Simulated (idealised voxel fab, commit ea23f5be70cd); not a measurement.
Module name: voxel capacitor over wiring (process module)
We display cut, a cross-section 270 nm in width whose square cells are each 5 nm.
Cross-section spec: square-cell grid; bands listed top down; each band is one or more rows.
Read a band's entry like this: the first values are the height of its top and the height of its bottom in nm, and what follows is the sequence of materials from left to right, each with its width in nm. Note that "air" is empty space, and that a single material marked "everywhere" reaches across the band from edge to edge.
Counting heights begins at 0, where everything beneath is, in the wafer as received, one material. The lowest band has no bottom; it goes on downwards, as "0 nm and below" shows.
Graded width ("30 to 40"): value in top row of band = first number; value in bottom row = second number; row-to-row change constant.
Reading "no change" for a step: not a cell of the cross-section changed in it.
If an empty space has no open way to the top and is at least 8 cells in size, "Trapped cavities" lists it, written width x height at distance, where distance is measured from the left edge and every value is in nm.
The remark found on a step's line after its settings is issued by the simulator itself and pertains to that step.
overlay nm, on a step with a mask: how far to the right of its planned place the mask lay; to the left if negative

[This section lists the process steps that were planned]
- 1: RECEIVE (material Si)
- 2: CONFORMAL_DEP (material SiO2; thk nm 15)
- 3: CONFORMAL_DEP (material SiCN; thk nm 5)
- 4: DIRECTIONAL_DEP (material SiO2; thk nm 25)
- 5: MASKED_ETCH (tone open; mask id METAL_1; width nm 20; pitch nm 90; etch materials SiO2; depth nm 25; overlay nm 0)
- 6: MASKED_ETCH (tone open; mask id METAL_1; width nm 20; pitch nm 90; etch materials SiCN; depth nm 5; overlay nm 0)
- 7: CONFORMAL_DEP (material TiN; thk nm 5)
- 8: FILL_DEP (material Cu; thk nm 10)
- 9: CMP (height nm 45)
- 10: EPI (material Ru; thk nm 5)
- 11: FILL_DEP (material SiCN; thk nm 5)
- 12: DIRECTIONAL_DEP (material lowk; thk nm 10)
- 13: MASKED_ETCH (tone open; mask id PLUG_1; width nm 15; etch materials lowk; depth nm 10; overlay nm 0)
- 14: MASKED_ETCH (tone open; mask id PLUG_1; width nm 15; etch materials SiCN; depth nm 5; overlay nm 0)
- 15: CONFORMAL_DEP (material TiN; thk nm 5)
- 16: FILL_DEP (material W; thk nm 10)
- 17: CMP (height nm 65)
- 18: DIRECTIONAL_DEP (material TiN; thk nm 5)
- 19: DIRECTIONAL_DEP (material HfO2; thk nm 5)
- 20: DIRECTIONAL_DEP (material TiN; thk nm 10)
- 21: MASKED_ETCH (tone cover; mask id UPPER_PLATE; width nm 75; etch materials TiN; depth nm 10; overlay nm 0)
- 22: MASKED_ETCH (tone cover; mask id UPPER_PLATE; width nm 75; etch materials HfO2; depth nm 5; overlay nm 0)
- 23: MASKED_ETCH (tone cover; mask id LOWER_PLATE; width nm 85; etch materials TiN; depth nm 5; overlay nm 0)
- 24: FILL_DEP (material SiO2; thk nm 20)
- 25: CMP (height nm 100)
- 26: MASKED_ETCH (tone open; mask id PLUG_2; width nm 15; etch materials SiO2; depth nm 15; overlay nm 0)
- 27: CONFORMAL_DEP (material TiN; thk nm 5)
- 28: FILL_DEP (material W; thk nm 10)
- 29: CMP (height nm 100)
- 30: CONFORMAL_DEP (material SiCN; thk nm 5)

[Delivered wafer in cross-section: state after step 1]
    0 nm and below  Si everywhere
    Trapped cavities: none

[Looking at the first of two wafers in cross-section at end of module - ran to plan]
    105 nm to 100 nm  SiCN everywhere
    100 nm to 90 nm  SiO2 95 nm  TiN 5 nm  W 5 nm  TiN 5 nm  SiO2 160 nm
    90 nm to 85 nm  SiO2 95 nm  TiN 15 nm  SiO2 160 nm
    85 nm to 75 nm  SiO2 85 nm  TiN 75 nm  SiO2 110 nm
    75 nm to 70 nm  SiO2 85 nm  HfO2 75 nm  SiO2 110 nm
    70 nm to 65 nm  SiO2 80 nm  TiN 85 nm  SiO2 105 nm
    65 nm to 55 nm  lowk 85 nm  TiN 5 nm  W 5 nm  TiN 5 nm  lowk 170 nm
    55 nm to 50 nm  SiCN 85 nm  TiN 15 nm  SiCN 170 nm
    50 nm to 45 nm  SiCN 75 nm  Ru 30 nm  SiCN 60 nm  Ru 30 nm  SiCN 75 nm
    45 nm to 20 nm  SiO2 80 nm  TiN 5 nm  Cu 10 nm  TiN 5 nm  SiO2 70 nm  TiN 5 nm  Cu 10 nm  TiN 5 nm  SiO2 80 nm
    20 nm to 15 nm  SiCN 80 nm  TiN 20 nm  SiCN 70 nm  TiN 20 nm  SiCN 80 nm
    15 nm to 0 nm  SiO2 everywhere
    0 nm and below  Si everywhere
    Trapped cavities: none

[Now the second wafer, cross-sectioned at the end of the module. Nothing different at the start, nothing different in the plan compared with the first, just one mistake when it was actually run]
    105 nm to 100 nm  SiCN everywhere
    100 nm to 90 nm  SiO2 95 nm  TiN 5 nm  W 5 nm  TiN 5 nm  SiO2 160 nm
    90 nm to 85 nm  SiO2 95 nm  TiN 15 nm  SiO2 160 nm
    85 nm to 75 nm  SiO2 85 nm  TiN 75 nm  SiO2 110 nm
    75 nm to 70 nm  SiO2 85 nm  HfO2 75 nm  SiO2 110 nm
    70 nm to 65 nm  SiO2 80 nm  TiN 85 nm  SiO2 105 nm
    65 nm to 60 nm  SiCN 85 nm  TiN 15 nm  SiCN 170 nm
    60 nm to 55 nm  SiCN 75 nm  lowk 30 nm  SiCN 60 nm  lowk 30 nm  SiCN 75 nm
    55 nm to 50 nm  lowk everywhere
    50 nm to 45 nm  lowk 75 nm  Ru 30 nm  lowk 60 nm  Ru 30 nm  lowk 75 nm
    45 nm to 20 nm  SiO2 80 nm  TiN 5 nm  Cu 10 nm  TiN 5 nm  SiO2 70 nm  TiN 5 nm  Cu 10 nm  TiN 5 nm  SiO2 80 nm
    20 nm to 15 nm  SiCN 80 nm  TiN 20 nm  SiCN 70 nm  TiN 20 nm  SiCN 80 nm
    15 nm to 0 nm  SiO2 everywhere
    0 nm and below  Si everywhere
    Trapped cavities: none
The plan and the run diverged here: steps 11 and 12 run out of order (swapped)
Heads up, by the end the second wafer has more or fewer cells of some materials compared to the first: TiN: 4 fewer; W: 2 fewer; lowk: 6 more
